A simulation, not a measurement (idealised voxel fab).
process module | voxel wiring stack
cross-section cut | 250 nm wide | cells 5 nm
A cross-section is a grid of square cells, given in bands from the top down. A band is one or more rows of cells.
Each band's line starts with the height of the band's top and of its bottom, in nm. Then come its materials from left to right, each with its width in nm. One material with "throughout" fills the band from edge to edge. "air" is empty space.
Height 0 is the level under which the wafer as received is all one material. The lowest band goes on downwards, as in "0 down".
A width such as "30 to 40" changes by the same amount from each row of cells to the next, from the band's top row to its bottom row.
"no change" after a step means that no cell of the cross-section changed.
closed voids: empty space of 8 cells or more with no open way to the top, each as width x height at its distance from the left edge, in nm
after a step's settings: what the simulator itself notes on the step
overlay nm, on a step with a mask: how far to the right of its planned place the mask lay; to the left if negative
plan
1 op RECEIVE | material Si
2 op CONFORMAL_DEP | material SiO2 | thk nm 15
3 op CONFORMAL_DEP | material SiN | thk nm 5
4 op DIRECTIONAL_DEP | material lowk | thk nm 25
5 op DIRECTIONAL_DEP | material aC | thk nm 10
6 op PATTERN | tone open | mask id METAL_1 | material resist | width nm 25 | pitch nm 45 | thk nm 25 | overlay nm 0
7 op DIRECTIONAL_ETCH | etch materials aC | depth nm 10
8 op STRIP | etch materials resist
9 op DIRECTIONAL_ETCH | etch materials lowk | depth nm 25
10 op DIRECTIONAL_ETCH | etch materials SiN | depth nm 5
11 op STRIP | etch materials aC
12 op CONFORMAL_DEP | material TiN | thk nm 5
13 op FILL_DEP | material W | thk nm 10
14 op CMP | height nm 45
15 op CONFORMAL_DEP | material SiCN | thk nm 5
16 op DIRECTIONAL_DEP | material lowk | thk nm 20
17 op MASKED_ETCH | tone open | mask id PLUG_1 | width nm 15 | pitch nm 90 | etch materials lowk | depth nm 20 | overlay nm 0
18 op MASKED_ETCH | tone open | mask id PLUG_1 | width nm 15 | pitch nm 90 | etch materials SiCN | depth nm 5 | overlay nm 0
19 op EPI | material Ru | thk nm 10
20 op EPI | material Ru | thk nm 10
21 op EPI | material Ru | thk nm 5
22 op CONFORMAL_DEP | material SiN | thk nm 5
23 op DIRECTIONAL_DEP | material lowk | thk nm 25
24 op MASKED_ETCH | tone open | mask id METAL_2 | width nm 25 | pitch nm 45 | etch materials lowk | depth nm 25 | overlay nm 0
25 op MASKED_ETCH | tone open | mask id METAL_2 | width nm 25 | pitch nm 45 | etch materials SiN | depth nm 5 | overlay nm 0
26 op CONFORMAL_DEP | material TiN | thk nm 5
27 op FILL_DEP | material Ru | thk nm 10
28 op CMP | height nm 100
29 op CONFORMAL_DEP | material SiCN | thk nm 5
30 op DIRECTIONAL_DEP | material lowk | thk nm 10
31 op PATTERN | tone open | mask id PLUG_2 | material resist | width nm 15 | pitch nm 45 | thk nm 20 | overlay nm 0
32 op DIRECTIONAL_ETCH | etch materials lowk | depth nm 10
33 op DIRECTIONAL_ETCH | etch materials SiCN | depth nm 5
34 op STRIP | etch materials resist
35 op CONFORMAL_DEP | material TiN | thk nm 5
36 op FILL_DEP | material W | thk nm 10
37 op CMP | height nm 115
38 op DIRECTIONAL_DEP | material TiN | thk nm 5
39 op DIRECTIONAL_DEP | material W | thk nm 15
40 op DIRECTIONAL_DEP | material aC | thk nm 10
41 op PATTERN | tone cover | mask id METAL_3 | material resist | width nm 25 | pitch nm 45 | thk nm 30 | overlay nm 0
42 op DIRECTIONAL_ETCH | etch materials aC | depth nm 10
43 op STRIP | etch materials resist
44 op DIRECTIONAL_ETCH | etch materials W | depth nm 15
45 op DIRECTIONAL_ETCH | etch materials TiN | depth nm 5
46 op STRIP | etch materials aC
47 op FILL_DEP | material lowk | thk nm 10
48 op CMP | height nm 135
49 op CONFORMAL_DEP | material SiN | thk nm 5
varied across the wafers: width nm of step 17. The plan shows the first wafer's value. All wafers start alike
first wafer as received, after step 1
  0 down: Si throughout
  closed voids: none
first wafer at the end, after step 49
  140 to 135: SiN throughout
  135 to 120: lowk 45 | W 25 | lowk 20 | W 25 | lowk 20 | W 25 | lowk 20 | W 25 | lowk 45
  120 to 115: lowk 45 | TiN 25 | lowk 20 | TiN 25 | lowk 20 | TiN 25 | lowk 20 | TiN 25 | lowk 45
  115 to 105: lowk 45 | TiN 5 | W 5 | TiN 5 | lowk 30 | TiN 5 | W 5 | TiN 5 | lowk 30 | TiN 5 | W 5 | TiN 5 | lowk 30 | TiN 5 | W 5 | TiN 5 | lowk 55
  105 to 100: SiCN 45 | TiN 15 | SiCN 30 | TiN 15 | SiCN 30 | TiN 15 | SiCN 30 | TiN 15 | SiCN 55
  100 to 75: lowk 45 | TiN 5 | Ru 15 | TiN 5 | lowk 20 | TiN 5 | Ru 15 | TiN 5 | lowk 20 | TiN 5 | Ru 15 | TiN 5 | lowk 20 | TiN 5 | Ru 15 | TiN 5 | lowk 45
  75 to 70: SiN 45 | TiN 25 | SiN 20 | TiN 25 | SiN 20 | TiN 25 | SiN 20 | TiN 25 | SiN 45
  70 to 50: lowk 45 | Ru 15 | lowk 75 | Ru 15 | lowk 100
  50 to 45: SiCN 45 | Ru 15 | SiCN 75 | Ru 15 | SiCN 100
  45 to 20: lowk 45 | TiN 5 | W 15 | TiN 5 | lowk 20 | TiN 5 | W 15 | TiN 5 | lowk 20 | TiN 5 | W 15 | TiN 5 | lowk 20 | TiN 5 | W 15 | TiN 5 | lowk 45
  20 to 15: SiN 45 | TiN 25 | SiN 20 | TiN 25 | SiN 20 | TiN 25 | SiN 20 | TiN 25 | SiN 45
  15 to 0: SiO2 throughout
  0 down: Si throughout
  closed voids: none
last wafer at the end
  140 to 135: SiN throughout
  135 to 120: lowk 45 | W 25 | lowk 20 | W 25 | lowk 20 | W 25 | lowk 20 | W 25 | lowk 45
  120 to 115: lowk 45 | TiN 25 | lowk 20 | TiN 25 | lowk 20 | TiN 25 | lowk 20 | TiN 25 | lowk 45
  115 to 105: lowk 45 | TiN 5 | W 5 | TiN 5 | lowk 30 | TiN 5 | W 5 | TiN 5 | lowk 30 | TiN 5 | W 5 | TiN 5 | lowk 30 | TiN 5 | W 5 | TiN 5 | lowk 55
  105 to 100: SiCN 45 | TiN 15 | SiCN 30 | TiN 15 | SiCN 30 | TiN 15 | SiCN 30 | TiN 15 | SiCN 55
  100 to 75: lowk 45 | TiN 5 | Ru 15 | TiN 5 | lowk 20 | TiN 5 | Ru 15 | TiN 5 | lowk 20 | TiN 5 | Ru 15 | TiN 5 | lowk 20 | TiN 5 | Ru 15 | TiN 5 | lowk 45
  75 to 70: SiN 45 | TiN 25 | SiN 20 | TiN 25 | SiN 20 | TiN 25 | SiN 20 | TiN 25 | SiN 45
  70 to 50: lowk 40 | Ru 30 | lowk 60 | Ru 30 | lowk 90
  50 to 45: SiCN 45 | Ru 15 | SiCN 75 | Ru 15 | SiCN 100
  45 to 20: lowk 45 | TiN 5 | W 15 | TiN 5 | lowk 20 | TiN 5 | W 15 | TiN 5 | lowk 20 | TiN 5 | W 15 | TiN 5 | lowk 20 | TiN 5 | W 15 | TiN 5 | lowk 45
  20 to 15: SiN 45 | TiN 25 | SiN 20 | TiN 25 | SiN 20 | TiN 25 | SiN 20 | TiN 25 | SiN 45
  15 to 0: SiO2 throughout
  0 down: Si throughout
  closed voids: none
each wafer at the end: cells of each material gained (+) or lost (-) since it was received, then its closed voids
width nm 15 | +90 Ru | +82 SiCN | +110 SiN | +150 SiO2 | +168 TiN | +128 W | +672 lowk | closed voids: none
width nm 20 | +98 Ru | +82 SiCN | +110 SiN | +150 SiO2 | +168 TiN | +128 W | +664 lowk | closed voids: none
width nm 25 | +106 Ru | +82 SiCN | +110 SiN | +150 SiO2 | +168 TiN | +128 W | +656 lowk | closed voids: none
width nm 30 | +114 Ru | +82 SiCN | +110 SiN | +150 SiO2 | +168 TiN | +128 W | +648 lowk | closed voids: none
